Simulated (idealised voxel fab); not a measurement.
process module | voxel released beams
cross-section cut | 210 nm wide | cells 5 nm
A cross-section is a grid of square cells, given in bands from the top down. A band is one or more rows of cells.
Each band's line starts with the height of the band's top and of its bottom, in nm. Then come its materials from left to right, each with its width in nm. One material with "throughout" fills the band from edge to edge. "air" is empty space.
Height 0 is the level under which the wafer as received is all one material. The lowest band goes on downwards, as in "0 down".
A width such as "30 to 40" changes by the same amount from each row of cells to the next, from the band's top row to its bottom row.
"no change" after a step means that no cell of the cross-section changed.
closed voids: empty space of 8 cells or more with no open way to the top, each as width x height at its distance from the left edge, in nm
after a step's settings: what the simulator itself notes on the step
overlay nm, on a step with a mask: how far to the right of its planned place the mask lay; to the left if negative
plan
1 op RECEIVE | material Si
2 op CONFORMAL_DEP | material Al2O3 | thk nm 5
3 op DIRECTIONAL_DEP | material SiO2 | thk nm 20
4 op MASKED_ETCH | tone open | mask id ANCHOR | width nm 40 | etch materials SiO2 | depth nm 20 | overlay nm 0
5 op CONFORMAL_DEP | material W | thk nm 15
6 op PATTERN | tone cover | mask id BEAM | material resist | width nm 105 | thk nm 15 | overlay nm 0
7 op DIRECTIONAL_ETCH | etch materials W | depth nm 15
8 op STRIP | etch materials resist
9 op STRIP | etch materials SiO2
as received, after step 1
  0 down: Si throughout
  closed voids: none
a wafer at the end: this start, this plan, one mistake
  40 to 25: Al2O3 70 | air 10 | Al2O3 130
  25 to 20: SiO2 55 | Al2O3 15 | air 10 | Al2O3 15 | SiO2 115
  20 to 5: SiO2 55 | Al2O3 40 | SiO2 115
  5 to 0: Al2O3 throughout
  0 down: Si throughout
  closed voids: none
what went wrong: step 5 ran as: op CONFORMAL_DEP | material Al2O3 | thk nm 15
